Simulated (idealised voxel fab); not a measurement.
Herein follows the process module entitled voxel air gaps.
The cross-section on display is named cut; it measures 235 nm wide, and its cells are 5 nm squares.
Cross-section format: a grid of square cells, given as bands from top to bottom; each band is one or more rows of cells.
Heads up on the band format: heights come first, top then bottom, in nm. After that it's the materials left to right, each with its width in nm. A single material flagged "everywhere" fills the whole band edge to edge, and "blank" means there's empty space there.
For the purposes of this specification, 0 denotes the height below which the wafer in its as-received condition is composed wholly of one material, and the lowermost band, lacking a lower limit, extends downward without end, as expressed in "0 down".
A width such as "30 to 40" changes by the same amount from each row of cells to the next, from the band's top row to its bottom row.
"remains unaltered" for a step: no cell of the cross-section changed in that step.
So "Enclosed void listing" is basically the list of trapped voids: any empty space of 8 cells or more that can't reach the top through an opening. They're written width x height at distance, the distance being from the left edge, and it's all nm.
Read whatever lies past the settings on a step's line as the simulator's own remark about the step.
What "overlay nm" on a step's line means: if the step has a mask, that mask lay this far to the right of its planned place, or, when the value is negative, to the left.

Listed below are the process steps as planned
- 1: RECEIVE: material Si
- 2: CONFORMAL_DEP: material SiO2, thk nm 15
- 3: CONFORMAL_DEP: material SiN, thk nm 5
- 4: DIRECTIONAL_DEP: material lowk, thk nm 35
- 5: DIRECTIONAL_DEP: material aC, thk nm 15
- 6: PATTERN: tone open, mask id LINES, material resist, width nm 25, pitch nm 50, thk nm 30, overlay nm 0
- 7: DIRECTIONAL_ETCH: etch materials aC, depth nm 15
- 8: STRIP: etch materials resist
- 9: DIRECTIONAL_ETCH: etch materials lowk, depth nm 35
- 10: STRIP: etch materials aC
- 11: CONFORMAL_DEP: material TiN, thk nm 5
- 12: FILL_DEP: material Cu, thk nm 10
- 13: CMP: height nm 55
- 14: EPI: material Ru, thk nm 10
- 15: SELECTIVE_ETCH: etch materials lowk, depth nm 45
- 16: CONFORMAL_DEP: material SiCN, thk nm 5

Here's what the wafer looked like in cross-section when it arrived - that's after step 1
0 down | Si everywhere
Enclosed void listing: none

Cross-section: first of two wafers, module finished, run according to plan
70 to 65 | blank 40, SiCN 155, blank 40
65 to 55 | blank 40, SiCN 5, Ru 45, SiCN 5, Ru 45, SiCN 5, Ru 45, SiCN 5, blank 40
55 to 50 | blank 40, SiCN 15, TiN 5, Cu 15, TiN 5, SiCN 25, TiN 5, Cu 15, TiN 5, SiCN 25, TiN 5, Cu 15, TiN 5, SiCN 15, blank 40
50 to 25 | blank 50, SiCN 5, TiN 5, Cu 15, TiN 5, SiCN 5, blank 15, SiCN 5, TiN 5, Cu 15, TiN 5, SiCN 5, blank 15, SiCN 5, TiN 5, Cu 15, TiN 5, SiCN 5, blank 50
25 to 20 | SiCN 55, TiN 25, SiCN 25, TiN 25, SiCN 25, TiN 25, SiCN 55
20 to 15 | SiN everywhere
15 to 0 | SiO2 everywhere
0 down | Si everywhere
Enclosed void listing: 15 x 25 at 85; 15 x 25 at 135

Second of two wafers, module complete, sectioned: it shares the first wafer's start and plan but was run with one mistake
70 to 65 | blank 40, SiCN 155, blank 40
65 to 55 | blank 40, SiCN 5, Ru 45, SiCN 5, Ru 45, SiCN 5, Ru 45, SiCN 5, blank 40
55 to 25 | blank 40, SiCN 5, Ru 10, TiN 5, Cu 15, TiN 5, Ru 10, SiCN 5, Ru 10, TiN 5, Cu 15, TiN 5, Ru 10, SiCN 5, Ru 10, TiN 5, Cu 15, TiN 5, Ru 10, SiCN 5, blank 40
25 to 20 | SiCN 45, Ru 10, TiN 25, Ru 10, SiCN 5, Ru 10, TiN 25, Ru 10, SiCN 5, Ru 10, TiN 25, Ru 10, SiCN 45
20 to 15 | SiN everywhere
15 to 0 | SiO2 everywhere
0 down | Si everywhere
Enclosed void listing: none
The plan and the run diverged here: steps 14 and 15 of the plan were run in the wrong order, each in the other's place
The second wafer ends with more or fewer cells of some materials than the first, per final count: +84 Ru | -34 SiCN
At process end, closed voids number 2 in the first wafer and 0 in the second wafer.
